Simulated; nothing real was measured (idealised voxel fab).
process module | voxel released beams
In the cross-section labelled cut, the width is 215 nm and each square cell is 5 nm.
Square cells in a grid make up a cross-section in this document, and the grid is given as bands, listed from the top down, each one or more rows of cells. Top height, bottom height, nm. Materials left to right, width each, nm. Single material + "all across" = fills band edge to edge. "blank" = empty. Height datum 0, below which the as-received substrate wafer is one material. Lowest band open at the bottom, running downward: "from 0 down". So if you see something like "30..40" for the width, read it as the top row of the band sitting at the first number and the bottom row at the second, with every row in between moving by the same amount as the last. Where the words "no alteration" appear for a step, the cross-section shows no cell changed by that step; every cell remained as before. Voids not open to the top, 8 cells minimum: see "Voids lacking openings". Written width x height at distance; distance is from the left edge; nm. On each step's line, the part that comes after the settings is the simulator's own comment on the step. When a step includes a mask, the "overlay nm" setting on its line states how far to the right of its planned place that mask lay, and negative values state how far to the left.
Process steps foreseen in the plan:
1) op RECEIVE | material Si
2) op CONFORMAL_DEP | material Al2O3 | thk nm 5
3) op DIRECTIONAL_DEP | material SiO2 | thk nm 10
4) op PATTERN | tone open | mask id ANCHOR | material resist | width nm 45 | thk nm 15 | overlay nm 0
5) op DIRECTIONAL_ETCH | etch materials SiO2 | depth nm 10
6) op STRIP | etch materials resist
7) op CONFORMAL_DEP | material polySi | thk nm 15
8) op PATTERN | tone cover | mask id BEAM | material resist | width nm 125 | thk nm 15 | overlay nm 0
9) op DIRECTIONAL_ETCH | etch materials polySi | depth nm 15
10) op STRIP | etch materials resist
11) op STRIP | etch materials SiO2
Incoming wafer in cross-section (state: after step 1):
from 0 down | Si all across
Voids lacking openings: none
Below is the wafer in cross-section after the module was completed. It began from the starting point shown above and followed the plan shown above, except that one mistake was made while running it:
from 30 to 15 | blank: 40, polySi: 125, blank: 50
from 15 to 5 | polySi all across
from 5 to 0 | Al2O3 all across
from 0 down | Si all across
Voids lacking openings: none
Processing error: rather than as planned, step 3 actually ran as op DIRECTIONAL_DEP | material polySi | thk nm 10
